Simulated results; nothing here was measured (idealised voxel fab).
This section sets out a process module, namely voxel self aligned vias.
Cross-sectional view cut (width: 220 nm; square cell size: 5 nm).
In what follows, cross-sections appear as grids of square cells, described through bands that run from the top down, where every band is one or more rows of cells. Quick guide to a band line: top height, bottom height (nm) up front; then every material left to right with its width in nm. Only one material and it's marked "edge to edge"? Then it fills the band edge to edge. And "blank" just means empty space. Note: height 0 marks the level under which the wafer is uniformly one material as received. Lowest band unbounded below, written "0 nm and below". Top row gets the first number, bottom row gets the second, and each row in between changes by the same step: that is how a band width like "30->40" works. Given "no change occurred" for a step, no cell of the cross-section differs between before and after that step. "Voids, fully enclosed" specifies each empty space that is not open to the top and that occupies no fewer than 8 cells, using the form width x height at distance, the distance measured from the left edge and all three quantities in nm. Step line, after settings: the simulator's comment on this step. What "overlay nm" on a step's line means: if the step has a mask, that mask lay this far to the right of its planned place, or, when the value is negative, to the left.

The process steps that were planned are listed below:
1,RECEIVE with material Si
2,CONFORMAL_DEP with material SiO2, thk nm 15
3,CONFORMAL_DEP with material SiCN, thk nm 5
4,DIRECTIONAL_DEP with material lowk, thk nm 20
5,DIRECTIONAL_DEP with material aC, thk nm 10
6,PATTERN with tone open, mask id LINES, material resist, width nm 25, pitch nm 55, thk nm 25, overlay nm 0
7,DIRECTIONAL_ETCH with etch materials aC, depth nm 10
8,STRIP with etch materials resist
9,DIRECTIONAL_ETCH with etch materials lowk, depth nm 20
10,STRIP with etch materials aC
11,CONFORMAL_DEP with material TiN, thk nm 5
12,FILL_DEP with material W, thk nm 10
13,CMP with height nm 40
14,SELECTIVE_ETCH with etch materials W Ru TiN, depth nm 5
15,FILL_DEP with material SiN, thk nm 10
16,CMP with height nm 40
17,DIRECTIONAL_DEP with material lowk, thk nm 20
18,PATTERN with tone open, mask id VIAS, material resist, width nm 35, pitch nm 110, thk nm 15, overlay nm 0
19,DIRECTIONAL_ETCH with etch materials lowk, depth nm 20
20,DIRECTIONAL_ETCH with etch materials SiN, depth nm 5
21,STRIP with etch materials resist
22,CONFORMAL_DEP with material TiN, thk nm 5
23,FILL_DEP with material Cu, thk nm 10
24,CMP with height nm 50
25,CONFORMAL_DEP with material SiN, thk nm 5
Don't read the plan's height nm for step 24 as applying to every wafer: that's the first wafer's value, and the wafers differ in it, though they all start identical.

The first of several wafers in cross-section, exactly as it reached us after step 1:
- 0 nm and below | Si edge to edge
- Voids, fully enclosed: none

End of module: cross-section of the first of several wafers after step 25, the last step:
- 55 nm to 50 nm | SiN edge to edge
- 50 nm to 40 nm | lowk: 35 | TiN: 5->10 | Cu: 25->15 | TiN: 5->10 | lowk: 75 | TiN: 5->10 | Cu: 25->15 | TiN: 5->10 | lowk: 40
- 40 nm to 35 nm | lowk: 40 | TiN: 25 | lowk: 30 | SiN: 25 | lowk: 30 | TiN: 25 | lowk: 45
- 35 nm to 25 nm | lowk: 40 | TiN: 5 | W: 15 | TiN: 5 | lowk: 30 | TiN: 5 | W: 15 | TiN: 5 | lowk: 30 | TiN: 5 | W: 15 | TiN: 5 | lowk: 45
- 25 nm to 20 nm | lowk: 40 | TiN: 25 | lowk: 30 | TiN: 25 | lowk: 30 | TiN: 25 | lowk: 45
- 20 nm to 15 nm | SiCN edge to edge
- 15 nm to 0 nm | SiO2 edge to edge
- 0 nm and below | Si edge to edge
- Voids, fully enclosed: none

Wafer cross-section (last wafer, module end):
- 80 nm to 75 nm | SiN edge to edge
- 75 nm to 65 nm | Cu edge to edge
- 65 nm to 60 nm | TiN: 40 | Cu: 25 | TiN: 85 | Cu: 25 | TiN: 45
- 60 nm to 45 nm | lowk: 35 | TiN: 5 | Cu: 25 | TiN: 5 | lowk: 75 | TiN: 5 | Cu: 25 | TiN: 5 | lowk: 40
- 45 nm to 40 nm | lowk: 35 | TiN: 10 | Cu: 15 | TiN: 10 | lowk: 75 | TiN: 10 | Cu: 15 | TiN: 10 | lowk: 40
- 40 nm to 35 nm | lowk: 40 | TiN: 25 | lowk: 30 | SiN: 25 | lowk: 30 | TiN: 25 | lowk: 45
- 35 nm to 25 nm | lowk: 40 | TiN: 5 | W: 15 | TiN: 5 | lowk: 30 | TiN: 5 | W: 15 | TiN: 5 | lowk: 30 | TiN: 5 | W: 15 | TiN: 5 | lowk: 45
- 25 nm to 20 nm | lowk: 40 | TiN: 25 | lowk: 30 | TiN: 25 | lowk: 30 | TiN: 25 | lowk: 45
- 20 nm to 15 nm | SiCN edge to edge
- 15 nm to 0 nm | SiO2 edge to edge
- 0 nm and below | Si edge to edge
- Voids, fully enclosed: none

Where each wafer stands at the end of the module, a row apiece: cells of each material gained (+) or lost (-) since it was received, then closed voids:
height nm 50, +16 Cu, +44 SiCN, +49 SiN, +132 SiO2, +49 TiN, +18 W, +176 lowk, Voids, fully enclosed: none
height nm 55, +26 Cu, +44 SiCN, +49 SiN, +132 SiO2, +53 TiN, +18 W, +206 lowk, Voids, fully enclosed: none
height nm 60, +36 Cu, +44 SiCN, +49 SiN, +132 SiO2, +57 TiN, +18 W, +236 lowk, Voids, fully enclosed: none
height nm 65, +46 Cu, +44 SiCN, +49 SiN, +132 SiO2, +91 TiN, +18 W, +236 lowk, Voids, fully enclosed: none
height nm 70, +90 Cu, +44 SiCN, +49 SiN, +132 SiO2, +91 TiN, +18 W, +236 lowk, Voids, fully enclosed: none
height nm 75, +134 Cu, +44 SiCN, +49 SiN, +132 SiO2, +91 TiN, +18 W, +236 lowk, Voids, fully enclosed: none
